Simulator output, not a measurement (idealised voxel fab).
The process module presented herein is designated voxel double patterning.
Section cut is 180 nm wide and gridded with 5 nm square cells.
Each cross-section below is a grid of square cells, stated as bands in top-down order, with one or more rows of cells making up each band. Top, bottom (nm), then materials left to right with widths (nm); lone material tagged "throughout" fills the whole band edge to edge; "air" = empty space. It should be noted that heights are counted from 0, beneath which the wafer as supplied is of one material throughout, and that the lowest band possesses no lower boundary but continues downward, as written in "0 and below". The width entry "30..40" should be interpreted row by row: the top row of cells in the band takes the first number, the bottom row takes the second number, and the change between adjacent rows is uniform throughout. Given "no change occurred" for a step, no cell of the cross-section differs between before and after that step. In "Closed void roster" the enclosed voids are listed, meaning empty spaces of 8 cells or larger without any opening to the top. The form is width x height at distance, distance from the left edge, units nm. Note: text after step settings on the step line = simulator remark on that step. overlay nm: step with mask; distance mask lay right of planned place; negative value = left of planned place. Reading guide: pairs of cross-sections, before and after one process step; after view cut off at lowest changed band; step and settings listed under each pair. Pairs may stem from different runs of this module on the same starting wafer; continuity with the pair above only where the "Ex-ante state" entry states it.

Ex-ante state
- 45 down to 35 | 25 of aC, then 25 of air, then 25 of aC, then 25 of air, then 25 of aC, then 25 of air, then 30 of aC
- 35 down to 30 | SiN throughout
- 30 down to 10 | polySi throughout
- 10 down to 0 | SiO2 throughout
- 0 and below | Si throughout
- Closed void roster: none

After the Step
- 45 down to 35 | 25 of aC, then 25 of air, then 25 of aC, then 25 of air, then 25 of aC, then 25 of air, then 30 of aC
- 35 down to 30 | 25 of SiN, then 25 of air, then 25 of SiN, then 25 of air, then 25 of SiN, then 25 of air, then 30 of SiN
- Lower than 30, everything is as it was.
- Closed void roster: none
It is this step that lies between the two cross-sections above: DIRECTIONAL_ETCH (etch materials SiN; depth nm 5)

Ex-ante state: the pre-step structure is the one depicted after the step in the pair just above.

After the Step
- 35 down to 30 | 25 of SiN, then 25 of air, then 25 of SiN, then 25 of air, then 25 of SiN, then 25 of air, then 30 of SiN
- Lower than 30, everything is as it was.
- Closed void roster: none
It is this step that lies between the two cross-sections above: STRIP (etch materials aC)

Ex-ante state: the pre-step structure is the one depicted after the step in the pair just above.

After the Step
- 50 down to 45 | 25 of aC, then 25 of air, then 25 of aC, then 25 of air, then 25 of aC, then 25 of air, then 30 of aC
- 45 down to 35 | aC throughout
- 35 down to 30 | 25 of SiN, then 25 of aC, then 25 of SiN, then 25 of aC, then 25 of SiN, then 25 of aC, then 30 of SiN
- Lower than 30, everything is as it was.
- Closed void roster: none
It is this step that lies between the two cross-sections above: DIRECTIONAL_DEP (material aC; thk nm 15)

Ex-ante state: the pre-step structure is the one depicted after the step in the pair just above.

After the Step
- 80 down to 50 | 55 of resist, then 15 of air, then 35 of resist, then 15 of air, then 60 of resist
- 50 down to 45 | 25 of aC, then 25 of resist, then 25 of aC, then 25 of resist, then 25 of aC, then 25 of resist, then 30 of aC
- Lower than 45, everything is as it was.
- Closed void roster: none
It is this step that lies between the two cross-sections above: PATTERN (tone open; mask id SECOND; material resist; width nm 15; pitch nm 50; thk nm 30; overlay nm 0)

Ex-ante state: the pre-step structure is the one depicted after the step in the pair just above.

After the Step
- 65 down to 50 | 55 of resist, then 15 of air, then 35 of resist, then 15 of air, then 60 of resist
- 50 down to 45 | 25 of aC, then 25 of resist, then 5 of aC, then 15 of air, then 5 of aC, then 25 of resist, then 5 of aC, then 15 of air, then 5 of aC, then 25 of resist, then 30 of aC
- 45 down to 35 | 55 of aC, then 15 of air, then 35 of aC, then 15 of air, then 60 of aC
- Lower than 35, everything is as it was.
- Closed void roster: none
It is this step that lies between the two cross-sections above: DIRECTIONAL_ETCH (etch materials aC; depth nm 15)

Ex-ante state: the pre-step structure is the one depicted after the step in the pair just above.

After the Step
- 50 down to 45 | 25 of aC, then 25 of air, then 5 of aC, then 15 of air, then 5 of aC, then 25 of air, then 5 of aC, then 15 of air, then 5 of aC, then 25 of air, then 30 of aC
- Lower than 45, everything is as it was.
- Closed void roster: none
It is this step that lies between the two cross-sections above: STRIP (etch materials resist)

Ex-ante state: the pre-step structure is the one depicted after the step in the pair just above.

After the Step
- 50 down to 45 | 25 of aC, then 25 of air, then 5 of aC, then 15 of air, then 5 of aC, then 25 of air, then 5 of aC, then 15 of air, then 5 of aC, then 25 of air, then 30 of aC
- 45 down to 35 | 55 of aC, then 15 of air, then 35 of aC, then 15 of air, then 60 of aC
- 35 down to 30 | 25 of SiN, then 25 of aC, then 5 of SiN, then 15 of air, then 5 of SiN, then 25 of aC, then 5 of SiN, then 15 of air, then 5 of SiN, then 25 of aC, then 30 of SiN
- Lower than 30, everything is as it was.
- Closed void roster: none
It is this step that lies between the two cross-sections above: DIRECTIONAL_ETCH (etch materials SiN; depth nm 5)

Ex-ante state: the pre-step structure is the one depicted after the step in the pair just above.

After the Step
- 35 down to 30 | 25 of SiN, then 25 of air, then 5 of SiN, then 15 of air, then 5 of SiN, then 25 of air, then 5 of SiN, then 15 of air, then 5 of SiN, then 25 of air, then 30 of SiN
- Lower than 30, everything is as it was.
- Closed void roster: none
It is this step that lies between the two cross-sections above: STRIP (etch materials aC)

Ex-ante state: the pre-step structure is the one depicted after the step in the pair just above.

After the Step
- 35 down to 30 | 25 of SiN, then 25 of air, then 5 of SiN, then 15 of air, then 5 of SiN, then 25 of air, then 5 of SiN, then 15 of air, then 5 of SiN, then 25 of air, then 30 of SiN
- 30 down to 10 | 25 of polySi, then 25 of air, then 5 of polySi, then 15 of air, then 5 of polySi, then 25 of air, then 5 of polySi, then 15 of air, then 5 of polySi, then 25 of air, then 30 of polySi
- Lower than 10, everything is as it was.
- Closed void roster: none
It is this step that lies between the two cross-sections above: DIRECTIONAL_ETCH (etch materials polySi; depth nm 20)

Ex-ante state: the pre-step structure is the one depicted after the step in the pair just above.

After the Step
- 30 down to 10 | 25 of polySi, then 25 of air, then 5 of polySi, then 15 of air, then 5 of polySi, then 25 of air, then 5 of polySi, then 15 of air, then 5 of polySi, then 25 of air, then 30 of polySi
- Lower than 10, everything is as it was.
- Closed void roster: none
It is this step that lies between the two cross-sections above: STRIP (etch materials SiN)

Ex-ante state
- 50 down to 45 | 30 of aC, then 15 of air, then 35 of aC, then 15 of air, then 35 of aC, then 15 of air, then 35 of aC
- 45 down to 35 | aC throughout
- 35 down to 30 | 30 of SiN, then 15 of aC, then 35 of SiN, then 15 of aC, then 35 of SiN, then 15 of aC, then 35 of SiN
- 30 down to 10 | polySi throughout
- 10 down to 0 | SiO2 throughout
- 0 and below | Si throughout
- Closed void roster: none

After the Step
- 80 down to 50 | 45 of resist, then 15 of air, then 35 of resist, then 15 of air, then 70 of resist
- 50 down to 45 | 30 of aC, then 15 of resist, then 35 of aC, then 15 of resist, then 35 of aC, then 15 of resist, then 35 of aC
- Lower than 45, everything is as it was.
- Closed void roster: none
It is this step that lies between the two cross-sections above: PATTERN (tone open; mask id SECOND; material resist; width nm 15; pitch nm 50; thk nm 30; overlay nm -10)

Ex-ante state: the pre-step structure is the one depicted after the step in the pair just above.

After the Step
- 65 down to 50 | 45 of resist, then 15 of air, then 35 of resist, then 15 of air, then 70 of resist
- 50 down to 45 | 30 of aC, then 15 of resist, then 15 of air, then 20 of aC, then 15 of resist, then 15 of air, then 20 of aC, then 15 of resist, then 35 of aC
- 45 down to 35 | 45 of aC, then 15 of air, then 35 of aC, then 15 of air, then 70 of aC
- Lower than 35, everything is as it was.
- Closed void roster: none
It is this step that lies between the two cross-sections above: DIRECTIONAL_ETCH (etch materials aC; depth nm 15)

Ex-ante state: the pre-step structure is the one depicted after the step in the pair just above.

After the Step
- 50 down to 45 | 30 of aC, then 30 of air, then 20 of aC, then 30 of air, then 20 of aC, then 15 of air, then 35 of aC
- Lower than 45, everything is as it was.
- Closed void roster: none
It is this step that lies between the two cross-sections above: STRIP (etch materials resist)

Ex-ante state: the pre-step structure is the one depicted after the step in the pair just above.

After the Step
- 50 down to 45 | 30 of aC, then 30 of air, then 20 of aC, then 30 of air, then 20 of aC, then 15 of air, then 35 of aC
- 45 down to 35 | 45 of aC, then 15 of air, then 35 of aC, then 15 of air, then 70 of aC
- 35 down to 30 | 30 of SiN, then 15 of aC, then 15 of air, then 20 of SiN, then 15 of aC, then 15 of air, then 20 of SiN, then 15 of aC, then 35 of SiN
- Lower than 30, everything is as it was.
- Closed void roster: none
It is this step that lies between the two cross-sections above: DIRECTIONAL_ETCH (etch materials SiN; depth nm 5)

Ex-ante state: the pre-step structure is the one depicted after the step in the pair just above.

After the Step
- 35 down to 30 | 30 of SiN, then 30 of air, then 20 of SiN, then 30 of air, then 20 of SiN, then 15 of air, then 35 of SiN
- Lower than 30, everything is as it was.
- Closed void roster: none
It is this step that lies between the two cross-sections above: STRIP (etch materials aC)

Ex-ante state: the pre-step structure is the one depicted after the step in the pair just above.

After the Step
- 35 down to 30 | 30 of SiN, then 30 of air, then 20 of SiN, then 30 of air, then 20 of SiN, then 15 of air, then 35 of SiN
- 30 down to 10 | 30 of polySi, then 30 of air, then 20 of polySi, then 30 of air, then 20 of polySi, then 15 of air, then 35 of polySi
- Lower than 10, everything is as it was.
- Closed void roster: none
It is this step that lies between the two cross-sections above: DIRECTIONAL_ETCH (etch materials polySi; depth nm 20)

Ex-ante state: the pre-step structure is the one depicted after the step in the pair just above.

After the Step
- 30 down to 10 | 30 of polySi, then 30 of air, then 20 of polySi, then 30 of air, then 20 of polySi, then 15 of air, then 35 of polySi
- Lower than 10, everything is as it was.
- Closed void roster: none
It is this step that lies between the two cross-sections above: STRIP (etch materials SiN)

Ex-ante state
- 10 down to 0 | SiO2 throughout
- 0 and below | Si throughout
- Closed void roster: none

After the Step
- 30 down to 0 | SiO2 throughout
- Lower than 0, everything is as it was.
- Closed void roster: none
It is this step that lies between the two cross-sections above: DIRECTIONAL_DEP (material SiO2; thk nm 20)

Ex-ante state: the pre-step structure is the one depicted after the step in the pair just above.

After the Step
- 35 down to 30 | SiN throughout
- Lower than 30, everything is as it was.
- Closed void roster: none
It is this step that lies between the two cross-sections above: DIRECTIONAL_DEP (material SiN; thk nm 5)

Ex-ante state: the pre-step structure is the one depicted after the step in the pair just above.

After the Step
- 45 down to 35 | aC throughout
- Lower than 35, everything is as it was.
- Closed void roster: none
It is this step that lies between the two cross-sections above: DIRECTIONAL_DEP (material aC; thk nm 10)

Ex-ante state: the pre-step structure is the one depicted after the step in the pair just above.

After the Step
- 70 down to 45 | 30 of resist, then 15 of air, then 35 of resist, then 15 of air, then 35 of resist, then 15 of air, then 35 of resist
- Lower than 45, everything is as it was.
- Closed void roster: none
It is this step that lies between the two cross-sections above: PATTERN (tone open; mask id FIRST; material resist; width nm 15; pitch nm 50; thk nm 25; overlay nm 0)

Ex-ante state: the pre-step structure is the one depicted after the step in the pair just above.

After the Step
- 60 down to 45 | 30 of resist, then 15 of air, then 35 of resist, then 15 of air, then 35 of resist, then 15 of air, then 35 of resist
- 45 down to 35 | 30 of aC, then 15 of air, then 35 of aC, then 15 of air, then 35 of aC, then 15 of air, then 35 of aC
- Lower than 35, everything is as it was.
- Closed void roster: none
It is this step that lies between the two cross-sections above: DIRECTIONAL_ETCH (etch materials aC; depth nm 10)

Ex-ante state: the pre-step structure is the one depicted after the step in the pair just above.

After the Step
- 45 down to 35 | 30 of aC, then 15 of air, then 35 of aC, then 15 of air, then 35 of aC, then 15 of air, then 35 of aC
- Lower than 35, everything is as it was.
- Closed void roster: none
It is this step that lies between the two cross-sections above: STRIP (etch materials resist)

Ex-ante state: the pre-step structure is the one depicted after the step in the pair just above.

After the Step
- 45 down to 35 | 30 of aC, then 15 of air, then 35 of aC, then 15 of air, then 35 of aC, then 15 of air, then 35 of aC
- 35 down to 30 | 30 of SiN, then 15 of air, then 35 of SiN, then 15 of air, then 35 of SiN, then 15 of air, then 35 of SiN
- Lower than 30, everything is as it was.
- Closed void roster: none
It is this step that lies between the two cross-sections above: DIRECTIONAL_ETCH (etch materials SiN; depth nm 5)

Ex-ante state: the pre-step structure is the one depicted after the step in the pair just above.

After the Step
- 35 down to 30 | 30 of SiN, then 15 of air, then 35 of SiN, then 15 of air, then 35 of SiN, then 15 of air, then 35 of SiN
- Lower than 30, everything is as it was.
- Closed void roster: none
It is this step that lies between the two cross-sections above: STRIP (etch materials aC)

Ex-ante state: the pre-step structure is the one depicted after the step in the pair just above.

After the Step
- 50 down to 45 | 30 of aC, then 15 of air, then 35 of aC, then 15 of air, then 35 of aC, then 15 of air, then 35 of aC
- 45 down to 35 | aC throughout
- 35 down to 30 | 30 of SiN, then 15 of aC, then 35 of SiN, then 15 of aC, then 35 of SiN, then 15 of aC, then 35 of SiN
- Lower than 30, everything is as it was.
- Closed void roster: none
It is this step that lies between the two cross-sections above: DIRECTIONAL_DEP (material aC; thk nm 15)

Ex-ante state: the pre-step structure is the one depicted after the step in the pair just above.

After the Step
- 80 down to 50 | 55 of resist, then 15 of air, then 35 of resist, then 15 of air, then 60 of resist
- 50 down to 45 | 30 of aC, then 15 of resist, then 35 of aC, then 15 of resist, then 35 of aC, then 15 of resist, then 35 of aC
- Lower than 45, everything is as it was.
- Closed void roster: none
It is this step that lies between the two cross-sections above: PATTERN (tone open; mask id SECOND; material resist; width nm 15; pitch nm 50; thk nm 30; overlay nm 0)

Ex-ante state: the pre-step structure is the one depicted after the step in the pair just above.

After the Step
- 65 down to 50 | 55 of resist, then 15 of air, then 35 of resist, then 15 of air, then 60 of resist
- 50 down to 45 | 30 of aC, then 15 of resist, then 10 of aC, then 15 of air, then 10 of aC, then 15 of resist, then 10 of aC, then 15 of air, then 10 of aC, then 15 of resist, then 35 of aC
- 45 down to 35 | 55 of aC, then 15 of air, then 35 of aC, then 15 of air, then 60 of aC
- Lower than 35, everything is as it was.
- Closed void roster: none
It is this step that lies between the two cross-sections above: DIRECTIONAL_ETCH (etch materials aC; depth nm 15)

Ex-ante state: the pre-step structure is the one depicted after the step in the pair just above.

After the Step
- 50 down to 45 | 30 of aC, then 15 of air, then 10 of aC, then 15 of air, then 10 of aC, then 15 of air, then 10 of aC, then 15 of air, then 10 of aC, then 15 of air, then 35 of aC
- Lower than 45, everything is as it was.
- Closed void roster: none
It is this step that lies between the two cross-sections above: STRIP (etch materials resist)

Ex-ante state: the pre-step structure is the one depicted after the step in the pair just above.

After the Step
- 50 down to 45 | 30 of aC, then 15 of air, then 10 of aC, then 15 of air, then 10 of aC, then 15 of air, then 10 of aC, then 15 of air, then 10 of aC, then 15 of air, then 35 of aC
- 45 down to 35 | 55 of aC, then 15 of air, then 35 of aC, then 15 of air, then 60 of aC
- 35 down to 30 | 30 of SiN, then 15 of aC, then 10 of SiN, then 15 of air, then 10 of SiN, then 15 of aC, then 10 of SiN, then 15 of air, then 10 of SiN, then 15 of aC, then 35 of SiN
- Lower than 30, everything is as it was.
- Closed void roster: none
It is this step that lies between the two cross-sections above: DIRECTIONAL_ETCH (etch materials SiN; depth nm 5)

Ex-ante state: the pre-step structure is the one depicted after the step in the pair just above.

After the Step
- 35 down to 30 | 30 of SiN, then 15 of air, then 10 of SiN, then 15 of air, then 10 of SiN, then 15 of air, then 10 of SiN, then 15 of air, then 10 of SiN, then 15 of air, then 35 of SiN
- Lower than 30, everything is as it was.
- Closed void roster: none
It is this step that lies between the two cross-sections above: STRIP (etch materials aC)

Ex-ante state: the pre-step structure is the one depicted after the step in the pair just above.

After the Step
- 30 down to 0 | SiO2 throughout
- Lower than 0, everything is as it was.
- Closed void roster: none
It is this step that lies between the two cross-sections above: STRIP (etch materials SiN)

Ex-ante state
- 45 down to 35 | aC throughout
- 35 down to 30 | SiN throughout
- 30 down to 10 | polySi throughout
- 10 down to 0 | SiO2 throughout
- 0 and below | Si throughout
- Closed void roster: none

After the Step
- 70 down to 45 | 30 of air, then 15 of resist, then 35 of air, then 15 of resist, then 35 of air, then 15 of resist, then 35 of air
- Lower than 45, everything is as it was.
- Closed void roster: none
It is this step that lies between the two cross-sections above: PATTERN (tone cover; mask id FIRST; material resist; width nm 15; pitch nm 50; thk nm 25; overlay nm 0)

Ex-ante state: the pre-step structure is the one depicted after the step in the pair just above.

After the Step
- 60 down to 45 | 30 of air, then 15 of resist, then 35 of air, then 15 of resist, then 35 of air, then 15 of resist, then 35 of air
- 45 down to 35 | 30 of air, then 15 of aC, then 35 of air, then 15 of aC, then 35 of air, then 15 of aC, then 35 of air
- Lower than 35, everything is as it was.
- Closed void roster: none
It is this step that lies between the two cross-sections above: DIRECTIONAL_ETCH (etch materials aC; depth nm 10)

Ex-ante state: the pre-step structure is the one depicted after the step in the pair just above.

After the Step
- 45 down to 35 | 30 of air, then 15 of aC, then 35 of air, then 15 of aC, then 35 of air, then 15 of aC, then 35 of air
- Lower than 35, everything is as it was.
- Closed void roster: none
It is this step that lies between the two cross-sections above: STRIP (etch materials resist)

Ex-ante state: the pre-step structure is the one depicted after the step in the pair just above.

After the Step
- 45 down to 35 | 30 of air, then 15 of aC, then 35 of air, then 15 of aC, then 35 of air, then 15 of aC, then 35 of air
- 35 down to 30 | 30 of air, then 15 of SiN, then 35 of air, then 15 of SiN, then 35 of air, then 15 of SiN, then 35 of air
- Lower than 30, everything is as it was.
- Closed void roster: none
It is this step that lies between the two cross-sections above: DIRECTIONAL_ETCH (etch materials SiN; depth nm 5)

Ex-ante state: the pre-step structure is the one depicted after the step in the pair just above.

After the Step
- 35 down to 30 | 30 of air, then 15 of SiN, then 35 of air, then 15 of SiN, then 35 of air, then 15 of SiN, then 35 of air
- Lower than 30, everything is as it was.
- Closed void roster: none
It is this step that lies between the two cross-sections above: STRIP (etch materials aC)

Ex-ante state: the pre-step structure is the one depicted after the step in the pair just above.

After the Step
- 50 down to 45 | 30 of air, then 15 of aC, then 35 of air, then 15 of aC, then 35 of air, then 15 of aC, then 35 of air
- 45 down to 35 | aC throughout
- 35 down to 30 | 30 of aC, then 15 of SiN, then 35 of aC, then 15 of SiN, then 35 of aC, then 15 of SiN, then 35 of aC
- Lower than 30, everything is as it was.
- Closed void roster: none
It is this step that lies between the two cross-sections above: DIRECTIONAL_DEP (material aC; thk nm 15)

Ex-ante state: the pre-step structure is the one depicted after the step in the pair just above.

After the Step
- 80 down to 50 | 55 of resist, then 15 of air, then 35 of resist, then 15 of air, then 60 of resist
- 50 down to 45 | 30 of resist, then 15 of aC, then 10 of resist, then 15 of air, then 10 of resist, then 15 of aC, then 10 of resist, then 15 of air, then 10 of resist, then 15 of aC, then 35 of resist
- Lower than 45, everything is as it was.
- Closed void roster: none
It is this step that lies between the two cross-sections above: PATTERN (tone open; mask id SECOND; material resist; width nm 15; pitch nm 50; thk nm 30; overlay nm 0)

Ex-ante state: the pre-step structure is the one depicted after the step in the pair just above.

After the Step
- 65 down to 50 | 55 of resist, then 15 of air, then 35 of resist, then 15 of air, then 60 of resist
- 50 down to 45 | 30 of resist, then 15 of aC, then 10 of resist, then 15 of air, then 10 of resist, then 15 of aC, then 10 of resist, then 15 of air, then 10 of resist, then 15 of aC, then 35 of resist
- 45 down to 35 | 55 of aC, then 15 of air, then 35 of aC, then 15 of air, then 60 of aC
- 35 down to 30 | 30 of aC, then 15 of SiN, then 10 of aC, then 15 of air, then 10 of aC, then 15 of SiN, then 10 of aC, then 15 of air, then 10 of aC, then 15 of SiN, then 35 of aC
- Lower than 30, everything is as it was.
- Closed void roster: none
It is this step that lies between the two cross-sections above: DIRECTIONAL_ETCH (etch materials aC; depth nm 15)

Ex-ante state: the pre-step structure is the one depicted after the step in the pair just above.

After the Step
- 50 down to 45 | 30 of air, then 15 of aC, then 35 of air, then 15 of aC, then 35 of air, then 15 of aC, then 35 of air
- Lower than 45, everything is as it was.
- Closed void roster: none
It is this step that lies between the two cross-sections above: STRIP (etch materials resist)

Ex-ante state: the pre-step structure is the one depicted after the step in the pair just above.

After the Step
- 35 down to 30 | 30 of air, then 15 of SiN, then 35 of air, then 15 of SiN, then 35 of air, then 15 of SiN, then 35 of air
- Lower than 30, everything is as it was.
- Closed void roster: none
It is this step that lies between the two cross-sections above: STRIP (etch materials aC)

Ex-ante state: the pre-step structure is the one depicted after the step in the pair just above.

After the Step
- 35 down to 30 | 30 of air, then 15 of SiN, then 35 of air, then 15 of SiN, then 35 of air, then 15 of SiN, then 35 of air
- 30 down to 10 | 30 of air, then 15 of polySi, then 35 of air, then 15 of polySi, then 35 of air, then 15 of polySi, then 35 of air
- Lower than 10, everything is as it was.
- Closed void roster: none
It is this step that lies between the two cross-sections above: DIRECTIONAL_ETCH (etch materials polySi; depth nm 20)

Ex-ante state: the pre-step structure is the one depicted after the step in the pair just above.

After the Step
- 30 down to 10 | 30 of air, then 15 of polySi, then 35 of air, then 15 of polySi, then 35 of air, then 15 of polySi, then 35 of air
- Lower than 10, everything is as it was.
- Closed void roster: none
It is this step that lies between the two cross-sections above: STRIP (etch materials SiN)
